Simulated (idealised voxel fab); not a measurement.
The following is a process module called voxel capacitor over wiring.
The cross-section on display is named cut; it measures 155 nm wide, and its cells are 5 nm squares.
Think of the cross-section as a grid of square cells. We describe it in bands, top to bottom, and each band covers one or more rows of those cells. Top height, bottom height, nm. Materials left to right, width each, nm. Single material + "edge to edge" = fills band edge to edge. "empty" = empty. Heights from 0 (as-received wafer is one material below). Bottom band endless downward, as "0..down". The expression "30..40" gives the width at the extremes of the band, the first number at its top row of cells and the second at its bottom row, with the width changing by equal amounts from each row to the next in between. A step reported as "nothing different" is a step in which no cell of the cross-section changed. If an empty space has no open way to the top and is at least 8 cells in size, "Closed void inventory" lists it, written width x height at distance, where distance is measured from the left edge and every value is in nm. Step line, after settings: the simulator's comment on this step. overlay nm: how far to the right of its planned place the mask lay on this masked step (negative: to the left).
### The steps planned for the process are as follows
- 1: op RECEIVE | material Si
- 2: op CONFORMAL_DEP | material SiO2 | thk nm 15
- 3: op CONFORMAL_DEP | material SiCN | thk nm 5
- 4: op DIRECTIONAL_DEP | material lowk | thk nm 25
- 5: op DIRECTIONAL_DEP | material aC | thk nm 10
- 6: op PATTERN | tone open | mask id METAL_1 | material resist | width nm 20 | pitch nm 85 | thk nm 30 | overlay nm 0
- 7: op DIRECTIONAL_ETCH | etch materials aC | depth nm 10
- 8: op STRIP | etch materials resist
- 9: op DIRECTIONAL_ETCH | etch materials lowk | depth nm 25
- 10: op DIRECTIONAL_ETCH | etch materials SiCN | depth nm 5
- 11: op STRIP | etch materials aC
- 12: op CONFORMAL_DEP | material TiN | thk nm 5
- 13: op FILL_DEP | material Cu | thk nm 5
- 14: op CMP | height nm 45
- 15: op CONFORMAL_DEP | material SiCN | thk nm 5
- 16: op DIRECTIONAL_DEP | material lowk | thk nm 15
- 17: op DIRECTIONAL_DEP | material aC | thk nm 10
- 18: op PATTERN | tone open | mask id PLUG_1 | material resist | width nm 15 | thk nm 25 | overlay nm 0
- 19: op DIRECTIONAL_ETCH | etch materials aC | depth nm 10
- 20: op STRIP | etch materials resist
- 21: op DIRECTIONAL_ETCH | etch materials lowk | depth nm 15
- 22: op DIRECTIONAL_ETCH | etch materials SiCN | depth nm 5
- 23: op STRIP | etch materials aC
- 24: op EPI | material Ru | thk nm 10
- 25: op EPI | material Ru | thk nm 10
- 26: op DIRECTIONAL_DEP | material TiN | thk nm 5
- 27: op DIRECTIONAL_DEP | material HfO2 | thk nm 5
- 28: op DIRECTIONAL_DEP | material TiN | thk nm 10
- 29: op MASKED_ETCH | tone cover | mask id UPPER_PLATE | width nm 70 | etch materials TiN | depth nm 10 | overlay nm 0
- 30: op MASKED_ETCH | tone cover | mask id UPPER_PLATE | width nm 70 | etch materials HfO2 | depth nm 5 | overlay nm 0
- 31: op PATTERN | tone cover | mask id LOWER_PLATE | material resist | width nm 80 | thk nm 15 | overlay nm 0
- 32: op DIRECTIONAL_ETCH | etch materials TiN | depth nm 5
- 33: op STRIP | etch materials resist
- 34: op FILL_DEP | material SiO2 | thk nm 15
- 35: op CMP | height nm 95
- 36: op DIRECTIONAL_DEP | material aC | thk nm 10
- 37: op PATTERN | tone open | mask id PLUG_2 | material resist | width nm 15 | thk nm 30 | overlay nm 0
- 38: op DIRECTIONAL_ETCH | etch materials aC | depth nm 10
- 39: op STRIP | etch materials resist
- 40: op DIRECTIONAL_ETCH | etch materials SiO2 | depth nm 10
- 41: op STRIP | etch materials aC
- 42: op CONFORMAL_DEP | material TiN | thk nm 5
- 43: op FILL_DEP | material W | thk nm 10
- 44: op CMP | height nm 95
- 45: op CONFORMAL_DEP | material SiCN | thk nm 5
### Wafer at receipt (post step 1), cross-section
0..down  Si edge to edge
Closed void inventory: none
### The module was run from the start shown above using the plan shown above, but one mistake was made doing it; the resulting wafer cross-section is below
100..95  SiCN edge to edge
95..90  SiO2 40 nm; TiN 5 nm; W 5 nm; TiN 5 nm; SiO2 100 nm
90..85  SiO2 40 nm; TiN 15 nm; SiO2 100 nm
85..75  SiO2 45 nm; TiN 55 nm; SiO2 55 nm
75..70  SiO2 45 nm; HfO2 55 nm; SiO2 55 nm
70..65  SiO2 25 nm; TiN 5 nm; SiO2 15 nm; TiN 60 nm; SiO2 50 nm
65..55  lowk 30 nm; TiN 15 nm; lowk 110 nm
55..50  lowk 30 nm; HfO2 15 nm; lowk 110 nm
50..45  SiCN 30 nm; TiN 15 nm; SiCN 110 nm
45..20  Cu 20 nm; TiN 5 nm; lowk 20 nm; TiN 5 nm; Cu 55 nm; TiN 5 nm; lowk 20 nm; TiN 5 nm; Cu 20 nm
20..15  TiN 25 nm; SiCN 20 nm; TiN 65 nm; SiCN 20 nm; TiN 25 nm
15..0  SiO2 edge to edge
0..down  Si edge to edge
Closed void inventory: none
Short version of what went wrong: step 6 went in with a setting other than planned; the actual run was op PATTERN | tone cover | mask id METAL_1 | material resist | width nm 20 | pitch nm 85 | thk nm 30 | overlay nm 0
